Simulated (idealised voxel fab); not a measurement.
The following process module bears the name voxel plated lines.
This is section cut - it's 225 nm across, gridded in 5 nm square cells.
Just so we're on the same page, the cross-sections are grids of square cells, and they're listed out in bands top to bottom, each band one or more rows deep.
Look at the band entry: it leads with the top's height and the bottom's height in nm. Then it lists the materials left to right, with a width in nm for each. The word "all across" on a single material says that material fills the band edge to edge. The word "blank" is empty space.
Height is counted from the level 0, under which the received wafer is composed throughout of one material. The lowest of the bands is not closed at the bottom but continues downward, in the notation "0..down".
When a width is written as two numbers, as in "30->40", the first number is the width in the top row of cells of the band and the second is the width in its bottom row, and the width changes by the same amount from each row to the next.
Any step labelled "no modification" changed none of the cells in the cross-section.
"Sealed internal cavities": sealed empty spaces, 8 cells or more, no open way to top, listed width x height at distance, with distance from the left edge and width, height and distance in nm.
What comes after the settings on a step's line is commentary from the simulator itself on that step.
overlay nm: on a step with a mask, how far right of its planned place the mask lay; negative means left.

### The following list gives the planned process steps
1 RECEIVE: material Si
2 CONFORMAL_DEP: material Al2O3, thk nm 5
3 DIRECTIONAL_DEP: material TiN, thk nm 5
4 PATTERN: tone open, mask id LINES, material resist, width nm 20, pitch nm 45, thk nm 30, overlay nm 0
5 EPI: material Ru, thk nm 5
6 EPI: material Ru, thk nm 5
7 STRIP: etch materials resist
8 DIRECTIONAL_ETCH: etch materials TiN, depth nm 5
9 CONFORMAL_DEP: material SiN, thk nm 10
Wafers differ in thk nm at step 2; plan lists the first wafer's value; identical starting state.

### The first of several wafers in cross-section, exactly as it reached us after step 1
0..down | Si all across
Sealed internal cavities: none

### End of the module, past its last step, step 9: how the first of several wafers looks in cross-section
30..20 | blank 70  SiN 40  blank 5  SiN 40  blank 70
20..15 | blank 70  SiN 10  Ru 20  SiN 10  blank 5  SiN 10  Ru 20  SiN 10  blank 70
15..10 | SiN 80  Ru 20  SiN 25  Ru 20  SiN 80
10..5 | SiN 80  TiN 20  SiN 25  TiN 20  SiN 80
5..0 | Al2O3 all across
0..down | Si all across
Sealed internal cavities: none

### Sectional view of the last wafer upon completion of the module
45..35 | blank 70  SiN 40  blank 5  SiN 40  blank 70
35..30 | blank 70  SiN 10  Ru 20  SiN 10  blank 5  SiN 10  Ru 20  SiN 10  blank 70
30..25 | SiN 80  Ru 20  SiN 25  Ru 20  SiN 80
25..20 | SiN 80  TiN 20  SiN 25  TiN 20  SiN 80
20..0 | Al2O3 all across
0..down | Si all across
Sealed internal cavities: none

### Wafer rows, end of module: cells per material gained (+) or lost (-) since receipt; closed voids last
thk nm 5, +45 Al2O3, +16 Ru, +114 SiN, +8 TiN, Sealed internal cavities: none
thk nm 10, +90 Al2O3, +16 Ru, +114 SiN, +8 TiN, Sealed internal cavities: none
thk nm 15, +135 Al2O3, +16 Ru, +114 SiN, +8 TiN, Sealed internal cavities: none
thk nm 20, +180 Al2O3, +16 Ru, +114 SiN, +8 TiN, Sealed internal cavities: none
